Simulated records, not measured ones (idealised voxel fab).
This is a process module. Its name is voxel fin reveal.
This is section cut - it's 260 nm across, gridded in 5 nm square cells.
Just so we're on the same page, the cross-sections are grids of square cells, and they're listed out in bands top to bottom, each band one or more rows deep. In this notation a band is specified by the heights of its top and bottom, in that order and in nm, after which its materials appear from left to right, each paired with its width in nm. The word "everywhere" attached to a single material means that material fills the band from edge to edge; the word "empty" stands for empty space. Height reference: 0 = level under which incoming wafer is all one material. Lowest band: no bottom, runs on downward, e.g. "0 -> down". Width spec "30 to 40" -> top row of cells at first value, bottom row at second value, equal per-row change in between. It should be understood that the words "nothing got changed", when stated for a given step, signify that the cross-section underwent no change in any of its cells during that step. Closed empty spaces (no open way to the top) of 8 cells or more are what "Cavities, closed" lists, each as width x height at distance from the left edge, nm for all three. Step line, after settings: the simulator's comment on this step. Regarding "overlay nm": on a step with a mask, it is the distance the mask lay to the right of its planned place; a negative value places it to the left.

### The following list gives the planned process steps
1. RECEIVE (material Si)
2. CONFORMAL_DEP (material SiN; thk nm 5)
3. PATTERN (tone cover; mask id FINS; material resist; width nm 15; pitch nm 40; thk nm 20; overlay nm 0)
4. DIRECTIONAL_ETCH (etch materials SiN; depth nm 5)
5. DIRECTIONAL_ETCH (etch materials Si; depth nm 30)
6. STRIP (etch materials resist)
7. OXIDIZE (depth nm 5)
8. FILL_DEP (material SiO2; thk nm 15)
9. CMP (height nm 5)
10. SELECTIVE_ETCH (etch materials SiO2; depth nm 15)
11. STRIP (etch materials SiN)
12. CONFORMAL_DEP (material HfO2; thk nm 5)

### Incoming wafer, cross-sectional view, post step 1
* 0 -> down | Si everywhere
* Cavities, closed: none

### Below is the wafer in cross-section after the module was completed. It began from the starting point shown above and followed the plan shown above, except that one mistake was made while running it
* 5 -> 0 | 80 of empty  15 of HfO2  25 of empty  15 of HfO2  25 of empty  15 of HfO2  85 of empty
* 0 -> -20 | 80 of empty  5 of HfO2  5 of Si  5 of HfO2  25 of empty  5 of HfO2  5 of Si  5 of HfO2  25 of empty  5 of HfO2  5 of Si  5 of HfO2  85 of empty
* -20 -> -25 | 85 of HfO2  5 of Si  35 of HfO2  5 of Si  35 of HfO2  5 of Si  90 of HfO2
* -25 -> -35 | 85 of SiO2  5 of Si  35 of SiO2  5 of Si  35 of SiO2  5 of Si  90 of SiO2
* -35 -> down | Si everywhere
* Cavities, closed: none
What was done differently from what was planned? step 10, plan: ran twice
